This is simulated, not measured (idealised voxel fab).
The process module that follows is named voxel self aligned vias.
Displayed cross-section: cut, width of 280 nm, square cells sized 5 nm.
For the purposes of this document, a cross-section shall be understood as a grid of square cells, specified as bands listed in top-to-bottom order, each band consisting of one or more rows of cells. The band entry comprises the height of the band's top followed by the height of its bottom, expressed in nm, and subsequently the band's materials from left to right, each stated together with its width in nm. Where a single material is marked with the word "everywhere", that material fills the band from edge to edge. The word "empty" represents empty space. Heights are measured from 0, the level below which the as-received wafer is all one material; the lowest band has no bottom and continues downward, written as in "0..down". You'd read "30..40" like this: the band's top row of cells is as wide as the first number, its bottom row is as wide as the second, and going down, every row changes width by the same amount as the row before did. Given "same as before" for a step, no cell of the cross-section differs between before and after that step. "Listed closed voids": sealed empty spaces, 8 cells or more, no open way to top, listed width x height at distance, with distance from the left edge and width, height and distance in nm. Anything after a step's settings on that line? It's the simulator's own note about the step. On any step carrying a mask, the "overlay nm" setting, if present on the step's line, tells how far right of its planned place the mask lay; negative values point to the left.

BELOW IS THE LIST OF PLANNED PROCESS STEPS
1 RECEIVE: material Si
2 CONFORMAL_DEP: material SiO2, thk nm 10
3 CONFORMAL_DEP: material SiCN, thk nm 5
4 DIRECTIONAL_DEP: material SiO2, thk nm 30
5 MASKED_ETCH: tone open, mask id LINES, width nm 25, pitch nm 75, etch materials SiO2, depth nm 30, overlay nm 0
6 CONFORMAL_DEP: material TiN, thk nm 5
7 FILL_DEP: material W, thk nm 10
8 CMP: height nm 45
9 SELECTIVE_ETCH: etch materials W Ru TiN, depth nm 5
10 FILL_DEP: material SiN, thk nm 10
11 CMP: height nm 45
12 DIRECTIONAL_DEP: material SiO2, thk nm 15
13 PATTERN: tone open, mask id VIAS, material resist, width nm 45, thk nm 20, overlay nm 0
14 DIRECTIONAL_ETCH: etch materials SiO2, depth nm 15
15 DIRECTIONAL_ETCH: etch materials SiN, depth nm 5
16 STRIP: etch materials resist
17 CONFORMAL_DEP: material TiN, thk nm 5
18 FILL_DEP: material Cu, thk nm 10
19 CMP: height nm 60
20 CONFORMAL_DEP: material SiCN, thk nm 5

DELIVERED WAFER IN CROSS-SECTION: STATE AFTER STEP 1
    0..down = Si everywhere
    Listed closed voids: none

WAFER AT MODULE END, IN SECTION. BEGAN AS ABOVE, PLANNED AS ABOVE, RUN WITH ONE MISTAKE
    65..60 = SiCN everywhere
    60..45 = 80 of SiO2 | 5 of TiN | 35 of Cu | 5 of TiN | 155 of SiO2
    45..40 = 80 of SiN | 45 of TiN | 155 of SiN
    40..35 = 90 of SiO2 | 25 of SiN | 50 of SiO2 | 25 of SiN | 90 of SiO2
    35..20 = 90 of SiO2 | 5 of TiN | 15 of W | 5 of TiN | 50 of SiO2 | 5 of TiN | 15 of W | 5 of TiN | 90 of SiO2
    20..15 = 90 of SiO2 | 25 of TiN | 50 of SiO2 | 25 of TiN | 90 of SiO2
    15..10 = SiCN everywhere
    10..0 = SiO2 everywhere
    0..down = Si everywhere
    Listed closed voids: none
Against the plan, the run slipped here: step 8 off recipe, ran as CMP: height nm 40
